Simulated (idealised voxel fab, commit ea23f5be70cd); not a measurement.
Process module heading - voxel lift off
Section cut is 190 nm wide and gridded with 5 nm square cells.
Think of the cross-section as a grid of square cells. We describe it in bands, top to bottom, and each band covers one or more rows of those cells.
What a band's entry tells you: where the top is and where the bottom is, as heights in nm, and after that what lies inside, material by material from left to right, each with its width in nm. Empty space is written as the word "blank", and a single material marked with the word "full width" occupies the band from edge to edge.
Beneath 0, the wafer as received is one material, and that level is where height counting begins. The lowest band goes on downward without a bottom; it is written like "0..down".
Read "30 to 40" as a graded width: first number on top, second number at the bottom, same change between each pair of neighbouring rows.
When a step is marked "no change occurred", none of the cells in the cross-section changed during that step.
For the entry "Voids, sealed", the listed items are empty spaces with no open way to the top whose size is 8 cells or more; each item follows the pattern width x height at distance, where distance is from the left edge and all three are in nm.
Text after the settings on a step's line: the simulator's own remark on that step.
overlay nm: where the mask lay relative to plan, measured to the right, on steps with a mask; negatives go left.
**List of planned process steps**
step 1: RECEIVE with material Si
step 2: CONFORMAL_DEP with material Al2O3, thk nm 15
step 3: PATTERN with tone open, mask id LINES, material resist, width nm 20, pitch nm 45, thk nm 30, overlay nm 0
step 4: DIRECTIONAL_DEP with material Ru, thk nm 15
step 5: STRIP with etch materials resist
step 6: CONFORMAL_DEP with material SiCN, thk nm 10
**Cross-section, incoming material, after step 1**
> 0..down  Si full width
> Voids, sealed: none
**Cross-section at module end, one run error; start and plan unchanged from above**
> 30..15  15 nm blank, then 20 nm Ru, then 25 nm blank, then 20 nm Ru, then 25 nm blank, then 20 nm Ru, then 25 nm blank, then 20 nm Ru, then 20 nm blank
> 15..0  Al2O3 full width
> 0..down  Si full width
> Voids, sealed: none
What broke from the plan during processing? step 6 of the plan was omitted and not executed
